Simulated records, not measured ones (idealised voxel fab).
process module | voxel quadruple lines
cross-section cut | 185 nm wide | cells 5 nm
A cross-section is a grid of square cells, given in bands from the top down. A band is one or more rows of cells.
Each band's line starts with the height of the band's top and of its bottom, in nm. Then come its materials from left to right, each with its width in nm. One material with "throughout" fills the band from edge to edge. "air" is empty space.
Height 0 is the level under which the wafer as received is all one material. The lowest band goes on downwards, as in "0 down".
A width such as "30 to 40" changes by the same amount from each row of cells to the next, from the band's top row to its bottom row.
"no change" after a step means that no cell of the cross-section changed.
closed voids: empty space of 8 cells or more with no open way to the top, each as width x height at its distance from the left edge, in nm
after a step's settings: what the simulator itself notes on the step
overlay nm, on a step with a mask: how far to the right of its planned place the mask lay; to the left if negative
plan
1 op RECEIVE | material Si
2 op CONFORMAL_DEP | material SiO2 | thk nm 5
3 op DIRECTIONAL_DEP | material W | thk nm 10
4 op DIRECTIONAL_DEP | material polySi | thk nm 20
5 op DIRECTIONAL_DEP | material aC | thk nm 25
6 op PATTERN | tone cover | mask id MANDREL | material resist | width nm 35 | thk nm 35 | overlay nm 0
7 op DIRECTIONAL_ETCH | etch materials aC | depth nm 25
8 op STRIP | etch materials resist
9 op CONFORMAL_DEP | material SiO2 | thk nm 15
10 op DIRECTIONAL_ETCH | etch materials SiO2 | depth nm 15
11 op STRIP | etch materials aC
12 op DIRECTIONAL_ETCH | etch materials polySi | depth nm 20
13 op STRIP | etch materials SiO2
14 op CONFORMAL_DEP | material SiN | thk nm 10
15 op DIRECTIONAL_ETCH | etch materials SiN | depth nm 10
16 op STRIP | etch materials polySi
17 op DIRECTIONAL_ETCH | etch materials W | depth nm 10
18 op STRIP | etch materials SiN
19 op FILL_DEP | material SiO2 | thk nm 5
20 op CMP | height nm 15
as received, after step 1
  0 down: Si throughout
  closed voids: none
a wafer at the end: this start, this plan, one mistake
  15 to 5: polySi throughout
  5 to 0: SiO2 throughout
  0 down: Si throughout
  closed voids: none
what went wrong: steps 3 and 4 were swapped
